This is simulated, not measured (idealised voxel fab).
The name of this process module is voxel self aligned contacts.
Each square cell in cross-section cut measures 5 nm, and the section as a whole is 230 nm wide.
If you're reading a cross-section in this doc, picture square cells in a grid; it comes to you as bands, top ones listed first down to the bottom, and a band can be one or more rows of cells. Band: top height; bottom height; in nm. Then, left to right: material with width in nm, for each material. "everywhere": a single material spanning edge to edge. "empty": empty space. Note: height 0 marks the level under which the wafer is uniformly one material as received. Lowest band unbounded below, written "0 down". The width entry "30->40" should be interpreted row by row: the top row of cells in the band takes the first number, the bottom row takes the second number, and the change between adjacent rows is uniform throughout. No cell of the cross-section changed in a step that is given as "no modifications". "Unvented voids" lists enclosed empty spaces (at least 8 cells, no open path upward to the top), each as width x height at distance from the left edge, in nm. Anything after a step's settings on that line? It's the simulator's own note about the step. When a step includes a mask, the "overlay nm" setting on its line states how far to the right of its planned place that mask lay, and negative values state how far to the left.
## Process steps foreseen in the plan
1,RECEIVE with material Si
2,CONFORMAL_DEP with material SiO2, thk nm 5
3,DIRECTIONAL_DEP with material polySi, thk nm 30
4,DIRECTIONAL_DEP with material SiN, thk nm 20
5,PATTERN with tone cover, mask id GATE, material resist, width nm 35, pitch nm 60, thk nm 15, overlay nm 0
6,DIRECTIONAL_ETCH with etch materials SiN, depth nm 20
7,DIRECTIONAL_ETCH with etch materials polySi, depth nm 30
8,STRIP with etch materials resist
9,CONFORMAL_DEP with material SiN, thk nm 5
10,DIRECTIONAL_ETCH with etch materials SiN, depth nm 5
11,FILL_DEP with material SiO2, thk nm 20
12,CMP with height nm 65
13,PATTERN with tone open, mask id CONTACT, material resist, width nm 35, thk nm 15, overlay nm -15
14,DIRECTIONAL_ETCH with etch materials SiO2, depth nm 65
15,STRIP with etch materials resist
16,CONFORMAL_DEP with material TiN, thk nm 5
17,FILL_DEP with material Ru, thk nm 10
18,CMP with height nm 65
19,CONFORMAL_DEP with material SiCN, thk nm 5
Among the wafers covered here, the point of difference is the overlay nm at step 13; their starting state is shared, and the plan presents the value of the first wafer.
## As received, i.e. after step 1: cross-section through the first of several wafers
  0 down | Si everywhere
  Unvented voids: none
## Rows = wafers. At module end, each row lists per material the cells gained (+) or lost (-) since the wafer was received, then the closed voids
overlay nm -15; +5 Ru; +46 SiCN; +96 SiN; +382 SiO2; +31 TiN; +84 polySi; Unvented voids: none
overlay nm -10; +16 Ru; +46 SiCN; +96 SiN; +371 SiO2; +31 TiN; +84 polySi; Unvented voids: none
overlay nm -5; +16 Ru; +46 SiCN; +96 SiN; +371 SiO2; +31 TiN; +84 polySi; Unvented voids: none
overlay nm 0; +16 Ru; +46 SiCN; +96 SiN; +371 SiO2; +31 TiN; +84 polySi; Unvented voids: none
overlay nm 5; +16 Ru; +46 SiCN; +96 SiN; +371 SiO2; +31 TiN; +84 polySi; Unvented voids: none
overlay nm 10; +16 Ru; +46 SiCN; +96 SiN; +371 SiO2; +31 TiN; +84 polySi; Unvented voids: none
overlay nm 15; +5 Ru; +46 SiCN; +96 SiN; +382 SiO2; +31 TiN; +84 polySi; Unvented voids: none
